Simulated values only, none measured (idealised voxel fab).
process module | voxel self aligned vias
cross-section cut | 215 nm wide | cells 5 nm
A cross-section is a grid of square cells, given in bands from the top down. A band is one or more rows of cells.
Each band's line starts with the height of the band's top and of its bottom, in nm. Then come its materials from left to right, each with its width in nm. One material with "throughout" fills the band from edge to edge. "air" is empty space.
Height 0 is the level under which the wafer as received is all one material. The lowest band goes on downwards, as in "0 down".
A width such as "30 to 40" changes by the same amount from each row of cells to the next, from the band's top row to its bottom row.
"no change" after a step means that no cell of the cross-section changed.
closed voids: empty space of 8 cells or more with no open way to the top, each as width x height at its distance from the left edge, in nm
after a step's settings: what the simulator itself notes on the step
overlay nm, on a step with a mask: how far to the right of its planned place the mask lay; to the left if negative
plan
1 op RECEIVE | material Si
2 op CONFORMAL_DEP | material SiO2 | thk nm 10
3 op CONFORMAL_DEP | material SiCN | thk nm 5
4 op DIRECTIONAL_DEP | material SiO2 | thk nm 20
5 op DIRECTIONAL_DEP | material aC | thk nm 15
6 op PATTERN | tone open | mask id LINES | material resist | width nm 20 | pitch nm 60 | thk nm 30 | overlay nm 0
7 op DIRECTIONAL_ETCH | etch materials aC | depth nm 15
8 op STRIP | etch materials resist
9 op DIRECTIONAL_ETCH | etch materials SiO2 | depth nm 20
10 op STRIP | etch materials aC
11 op CONFORMAL_DEP | material TiN | thk nm 5
12 op FILL_DEP | material W | thk nm 10
13 op CMP | height nm 35
14 op SELECTIVE_ETCH | etch materials W Ru TiN | depth nm 10
15 op FILL_DEP | material SiN | thk nm 10
16 op CMP | height nm 35
17 op DIRECTIONAL_DEP | material SiO2 | thk nm 15
18 op DIRECTIONAL_DEP | material aC | thk nm 10
19 op PATTERN | tone open | mask id VIAS | material resist | width nm 30 | thk nm 30 | overlay nm 0
20 op DIRECTIONAL_ETCH | etch materials aC | depth nm 10
21 op STRIP | etch materials resist
22 op DIRECTIONAL_ETCH | etch materials SiO2 | depth nm 15
23 op DIRECTIONAL_ETCH | etch materials SiN | depth nm 10
24 op STRIP | etch materials aC
25 op CONFORMAL_DEP | material TiN | thk nm 5
26 op FILL_DEP | material W | thk nm 5
27 op CMP | height nm 50
28 op CONFORMAL_DEP | material SiN | thk nm 5
first wafer, as planned
as received, after step 1
  0 down: Si throughout
  closed voids: none
after step 2
  10 to 0: SiO2 throughout
  below 0: unchanged
after step 3
  15 to 10: SiCN throughout
  below 10: unchanged
after step 4
  35 to 15: SiO2 throughout
  below 15: unchanged
after step 5
  50 to 35: aC throughout
  below 35: unchanged
after step 6
  80 to 50: resist 65 | air 20 | resist 40 | air 20 | resist 70
  below 50: unchanged
after step 7
  65 to 50: resist 65 | air 20 | resist 40 | air 20 | resist 70
  50 to 35: aC 65 | air 20 | aC 40 | air 20 | aC 70
  below 35: unchanged
after step 8
  50 to 35: aC 65 | air 20 | aC 40 | air 20 | aC 70
  below 35: unchanged
after step 9
  50 to 35: aC 65 | air 20 | aC 40 | air 20 | aC 70
  35 to 15: SiO2 65 | air 20 | SiO2 40 | air 20 | SiO2 70
  below 15: unchanged
after step 10
  35 to 15: SiO2 65 | air 20 | SiO2 40 | air 20 | SiO2 70
  below 15: unchanged
after step 11
  40 to 35: TiN 70 | air 10 | TiN 50 | air 10 | TiN 75
  35 to 20: SiO2 65 | TiN 5 | air 10 | TiN 5 | SiO2 40 | TiN 5 | air 10 | TiN 5 | SiO2 70
  20 to 15: SiO2 65 | TiN 20 | SiO2 40 | TiN 20 | SiO2 70
  below 15: unchanged
after step 12
  50 to 40: W throughout
  40 to 35: TiN 70 | W 10 | TiN 50 | W 10 | TiN 75
  35 to 20: SiO2 65 | TiN 5 | W 10 | TiN 5 | SiO2 40 | TiN 5 | W 10 | TiN 5 | SiO2 70
  below 20: unchanged
after step 13
  35 to 20: SiO2 65 | TiN 5 | W 10 | TiN 5 | SiO2 40 | TiN 5 | W 10 | TiN 5 | SiO2 70
  below 20: unchanged
after step 14
  35 to 25: SiO2 65 | air 20 | SiO2 40 | air 20 | SiO2 70
  below 25: unchanged
after step 15
  45 to 35: SiN throughout
  35 to 25: SiO2 65 | SiN 20 | SiO2 40 | SiN 20 | SiO2 70
  below 25: unchanged
after step 16
  35 to 25: SiO2 65 | SiN 20 | SiO2 40 | SiN 20 | SiO2 70
  below 25: unchanged
after step 17
  50 to 35: SiO2 throughout
  below 35: unchanged
after step 18
  60 to 50: aC throughout
  below 50: unchanged
after step 19
  90 to 60: resist 60 | air 30 | resist 125
  below 60: unchanged
after step 20
  80 to 60: resist 60 | air 30 | resist 125
  60 to 50: aC 60 | air 30 | aC 125
  below 50: unchanged
after step 21
  60 to 50: aC 60 | air 30 | aC 125
  below 50: unchanged
after step 22
  60 to 50: aC 60 | air 30 | aC 125
  50 to 35: SiO2 60 | air 30 | SiO2 125
  below 35: unchanged
after step 23
  60 to 50: aC 60 | air 30 | aC 125
  50 to 35: SiO2 60 | air 30 | SiO2 125
  35 to 25: SiO2 65 | air 20 | SiO2 40 | SiN 20 | SiO2 70
  below 25: unchanged
after step 24
  50 to 35: SiO2 60 | air 30 | SiO2 125
  below 35: unchanged
after step 25
  55 to 50: TiN 65 | air 20 | TiN 130
  50 to 40: SiO2 60 | TiN 5 | air 20 | TiN 5 | SiO2 125
  40 to 35: SiO2 60 | TiN 10 | air 10 | TiN 10 | SiO2 125
  35 to 30: SiO2 65 | TiN 5 | air 10 | TiN 5 | SiO2 40 | SiN 20 | SiO2 70
  30 to 25: SiO2 65 | TiN 20 | SiO2 40 | SiN 20 | SiO2 70
  below 25: unchanged
after step 26
  60 to 55: W throughout
  55 to 50: TiN 65 | W 20 | TiN 130
  50 to 40: SiO2 60 | TiN 5 | W 20 | TiN 5 | SiO2 125
  40 to 35: SiO2 60 | TiN 10 | W 10 | TiN 10 | SiO2 125
  35 to 30: SiO2 65 | TiN 5 | W 10 | TiN 5 | SiO2 40 | SiN 20 | SiO2 70
  below 30: unchanged
after step 27
  50 to 40: SiO2 60 | TiN 5 | W 20 | TiN 5 | SiO2 125
  below 40: unchanged
after step 28
  55 to 50: SiN throughout
  below 50: unchanged
second wafer: like start, like plan, one mistake. Through step 5 it matches the first wafer
when step 6 should have ended
  80 to 50: resist 70 | air 15 | resist 45 | air 15 | resist 70
  below 50: unchanged
when step 7 should have ended
  65 to 50: resist 70 | air 15 | resist 45 | air 15 | resist 70
  50 to 35: aC 70 | air 15 | aC 45 | air 15 | aC 70
  below 35: unchanged
when step 8 should have ended
  50 to 35: aC 70 | air 15 | aC 45 | air 15 | aC 70
  below 35: unchanged
when step 9 should have ended
  50 to 35: aC 70 | air 15 | aC 45 | air 15 | aC 70
  35 to 15: SiO2 70 | air 15 | SiO2 45 | air 15 | SiO2 70
  below 15: unchanged
when step 10 should have ended
  35 to 15: SiO2 70 | air 15 | SiO2 45 | air 15 | SiO2 70
  below 15: unchanged
when step 11 should have ended
  40 to 35: TiN 75 | air 5 | TiN 55 | air 5 | TiN 75
  35 to 20: SiO2 70 | TiN 5 | air 5 | TiN 5 | SiO2 45 | TiN 5 | air 5 | TiN 5 | SiO2 70
  20 to 15: SiO2 70 | TiN 15 | SiO2 45 | TiN 15 | SiO2 70
  below 15: unchanged
when step 12 should have ended
  50 to 40: W throughout
  40 to 35: TiN 75 | W 5 | TiN 55 | W 5 | TiN 75
  35 to 20: SiO2 70 | TiN 5 | W 5 | TiN 5 | SiO2 45 | TiN 5 | W 5 | TiN 5 | SiO2 70
  below 20: unchanged
when step 13 should have ended
  35 to 20: SiO2 70 | TiN 5 | W 5 | TiN 5 | SiO2 45 | TiN 5 | W 5 | TiN 5 | SiO2 70
  below 20: unchanged
when step 14 should have ended
  35 to 25: SiO2 70 | air 15 | SiO2 45 | air 15 | SiO2 70
  below 25: unchanged
when step 15 should have ended
  45 to 35: SiN throughout
  35 to 25: SiO2 70 | SiN 15 | SiO2 45 | SiN 15 | SiO2 70
  below 25: unchanged
when step 16 should have ended
  35 to 25: SiO2 70 | SiN 15 | SiO2 45 | SiN 15 | SiO2 70
  below 25: unchanged
when step 17 should have ended
  50 to 35: SiO2 throughout
  below 35: unchanged
when step 18 should have ended
  60 to 50: aC throughout
  below 50: unchanged
when step 19 should have ended
  90 to 60: resist 60 | air 30 | resist 125
  below 60: unchanged
when step 20 should have ended
  80 to 60: resist 60 | air 30 | resist 125
  60 to 50: aC 60 | air 30 | aC 125
  below 50: unchanged
when step 21 should have ended
  60 to 50: aC 60 | air 30 | aC 125
  below 50: unchanged
when step 22 should have ended
  60 to 50: aC 60 | air 30 | aC 125
  50 to 35: SiO2 60 | air 30 | SiO2 125
  below 35: unchanged
when step 23 should have ended
  60 to 50: aC 60 | air 30 | aC 125
  50 to 35: SiO2 60 | air 30 | SiO2 125
  35 to 25: SiO2 70 | air 15 | SiO2 45 | SiN 15 | SiO2 70
  below 25: unchanged
when step 24 should have ended
  50 to 35: SiO2 60 | air 30 | SiO2 125
  below 35: unchanged
when step 25 should have ended
  55 to 50: TiN 65 | air 20 | TiN 130
  50 to 40: SiO2 60 | TiN 5 | air 20 | TiN 5 | SiO2 125
  40 to 35: SiO2 60 | TiN 15 | air 5 | TiN 10 | SiO2 125
  35 to 30: SiO2 70 | TiN 5 | air 5 | TiN 5 | SiO2 45 | SiN 15 | SiO2 70
  30 to 25: SiO2 70 | TiN 15 | SiO2 45 | SiN 15 | SiO2 70
  below 25: unchanged
when step 26 should have ended
  60 to 55: W throughout
  55 to 50: TiN 65 | W 20 | TiN 130
  50 to 40: SiO2 60 | TiN 5 | W 20 | TiN 5 | SiO2 125
  40 to 35: SiO2 60 | TiN 15 | W 5 | TiN 10 | SiO2 125
  35 to 30: SiO2 70 | TiN 5 | W 5 | TiN 5 | SiO2 45 | SiN 15 | SiO2 70
  below 30: unchanged
when step 27 should have ended
  50 to 40: SiO2 60 | TiN 5 | W 20 | TiN 5 | SiO2 125
  below 40: unchanged
when step 28 should have ended
  55 to 50: SiN throughout
  below 50: unchanged
what went wrong: step 6 ran as: op PATTERN | tone open | mask id LINES | material resist | width nm 15 | pitch nm 60 | thk nm 30 | overlay nm 0
at the end the second wafer has, in cells: 2 fewer of SiN | 8 more of SiO2 | 2 fewer of TiN | 4 fewer of W
